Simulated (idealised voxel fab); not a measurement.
Herein follows the process module entitled voxel ribs on slabs.
Cross-section cut spans 145 nm and uses square cells 5 nm in size.
Cross-section = grid of square cells, listed top down in bands; band = one or more rows. The entry gives the band's vertical extent as a top height and a bottom height in nm, then its horizontal make-up as materials from left to right, each with a width in nm. "blank" stands for empty space; a single material marked "edge to edge" fills the band edge to edge. The reference from which all heights are counted is 0, the level beneath which the as-received wafer is entirely one material; the lowest band, having no lower bound, proceeds downward and is written after the example "top 0, no bottom". So if you see something like "30->40" for the width, read it as the top row of the band sitting at the first number and the bottom row at the second, with every row in between moving by the same amount as the last. "nothing changed" (step): cross-section cells unchanged, all of them. Look at "Voids lacking openings" for the closed voids: empty spaces with no open path to the top, sized 8 cells or up. Each is width x height at distance, distance from the left edge, all nm. It should be noted that, on the line of a given step, the content following the step's settings is a remark produced by the simulator itself with respect to that step. overlay nm: for a step with a mask, the amount by which the mask lay right of where it was planned; a negative amount means left of it.
# The following list gives the planned process steps
1) RECEIVE [material Si]
2) DIRECTIONAL_DEP [material SiO2] [thk nm 30]
3) DIRECTIONAL_DEP [material polySi] [thk nm 25]
4) PATTERN [tone cover] [mask id RIB] [material resist] [width nm 30] [thk nm 15] [overlay nm 0]
5) DIRECTIONAL_ETCH [etch materials polySi] [depth nm 20]
6) STRIP [etch materials resist]
7) DIRECTIONAL_DEP [material aC] [thk nm 10]
8) PATTERN [tone cover] [mask id SLAB] [material resist] [width nm 80] [thk nm 30] [overlay nm 0]
9) DIRECTIONAL_ETCH [etch materials aC] [depth nm 10]
10) STRIP [etch materials resist]
11) DIRECTIONAL_ETCH [etch materials polySi] [depth nm 5]
12) STRIP [etch materials aC]
13) FILL_DEP [material SiO2] [thk nm 25]
14) CMP [height nm 70]
15) DIRECTIONAL_DEP [material W] [thk nm 5]
16) MASKED_ETCH [tone cover] [mask id HEATER] [width nm 40] [etch materials W] [depth nm 5] [overlay nm 0]
17) CONFORMAL_DEP [material SiN] [thk nm 5]
# Cross-section of the wafer upon arrival, representing the state reached after step 1
- top 0, no bottom = Si edge to edge
- Voids lacking openings: none
# One mistake in running the module, otherwise start and plan as above: cross-section at the end
- top 80, bottom 75 = 45 of blank; 50 of SiN; 50 of blank
- top 75, bottom 70 = 50 of SiN; 40 of W; 55 of SiN
- top 70, bottom 60 = 55->30 of SiO2; 30->80 of polySi; 60->35 of SiO2
- top 60, bottom 0 = SiO2 edge to edge
- top 0, no bottom = Si edge to edge
- Voids lacking openings: none
Here's what went sideways: yeah, plan step 2 got run twice
